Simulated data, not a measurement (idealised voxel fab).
You're looking at the process module voxel double patterning.
The figure presents cross-section cut, which has a width of 165 nm and is divided into square cells with an edge length of 5 nm.
Cross-sections here: square-cell grids, written as top-down lists of bands, a band being one or more rows of cells. Per band: top height and bottom height in nm, followed by the left-to-right materials and their widths in nm; "throughout" marks a single material spanning edge to edge, "empty" marks empty space. Counting heights begins at 0, where everything beneath is, in the wafer as received, one material. The lowest band has no bottom; it goes on downwards, as "z 0 and below" shows. The notation "30->40" denotes a width that varies across the rows of cells in the band, beginning at the first number in the top row, finishing at the second number in the bottom row, and changing by an identical amount from each row to the next. It should be understood that the words "everything unchanged", when stated for a given step, signify that the cross-section underwent no change in any of its cells during that step. Sealed voids: empty space of 8 cells or more with no open way to the top, each as width x height at its distance from the left edge, in nm. That trailing text on a step's line, after the settings, is the simulator's own remark on the step. overlay nm: right-of-plan distance of the mask on a masked step; negative values mean left-of-plan.
-- Set out below are the planned steps of the process
1. RECEIVE (material Si)
2. CONFORMAL_DEP (material SiO2; thk nm 5)
3. DIRECTIONAL_DEP (material TiN; thk nm 10)
4. DIRECTIONAL_DEP (material SiCN; thk nm 5)
5. MASKED_ETCH (tone open; mask id FIRST; width nm 15; pitch nm 50; etch materials SiCN; depth nm 5; overlay nm 0)
6. MASKED_ETCH (tone open; mask id SECOND; width nm 15; pitch nm 50; etch materials SiCN; depth nm 5; overlay nm 0)
7. DIRECTIONAL_ETCH (etch materials TiN; depth nm 10)
8. STRIP (etch materials SiCN)
-- Wafer at receipt (post step 1), cross-section
  z 0 and below | Si throughout
  Sealed voids: none
-- Result of the module, cross-sectioned: start per above, plan per above, one error in how it was run
  z 25 to 15 | 25 nm TiN  15 nm empty  10 nm TiN  15 nm empty  10 nm TiN  15 nm empty  10 nm TiN  15 nm empty  10 nm TiN  15 nm empty  25 nm TiN
  z 15 to 0 | SiO2 throughout
  z 0 and below | Si throughout
  Sealed voids: none
Heads up, the wafer didn't run the way we planned it: step 2 went in with a setting other than planned; the actual run was CONFORMAL_DEP (material SiO2; thk nm 15)
